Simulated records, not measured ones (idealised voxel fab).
process module | voxel spacer lines
cross-section cut | 175 nm wide | cells 5 nm
A cross-section is a grid of square cells, given in bands from the top down. A band is one or more rows of cells.
Each band's line starts with the height of the band's top and of its bottom, in nm. Then come its materials from left to right, each with its width in nm. One material with "throughout" fills the band from edge to edge. "air" is empty space.
Height 0 is the level under which the wafer as received is all one material. The lowest band goes on downwards, as in "0 down".
A width such as "30 to 40" changes by the same amount from each row of cells to the next, from the band's top row to its bottom row.
"no change" after a step means that no cell of the cross-section changed.
closed voids: empty space of 8 cells or more with no open way to the top, each as width x height at its distance from the left edge, in nm
after a step's settings: what the simulator itself notes on the step
overlay nm, on a step with a mask: how far to the right of its planned place the mask lay; to the left if negative
plan
1 op RECEIVE | material Si
2 op CONFORMAL_DEP | material Al2O3 | thk nm 5
3 op DIRECTIONAL_DEP | material TiN | thk nm 20
4 op DIRECTIONAL_DEP | material aC | thk nm 30
5 op PATTERN | tone cover | mask id MANDREL | material resist | width nm 20 | pitch nm 60 | thk nm 40 | overlay nm 0
6 op DIRECTIONAL_ETCH | etch materials aC | depth nm 30
7 op STRIP | etch materials resist
8 op CONFORMAL_DEP | material SiO2 | thk nm 10
9 op DIRECTIONAL_ETCH | etch materials SiO2 | depth nm 10
10 op STRIP | etch materials aC
11 op DIRECTIONAL_ETCH | etch materials TiN | depth nm 20
12 op STRIP | etch materials SiO2
as received, after step 1
  0 down: Si throughout
  closed voids: none
a wafer at the end: this start, this plan, one mistake
  25 to 20: Al2O3 throughout
  20 to 0: TiN throughout
  0 down: Si throughout
  closed voids: none
what went wrong: steps 2 and 3 were swapped
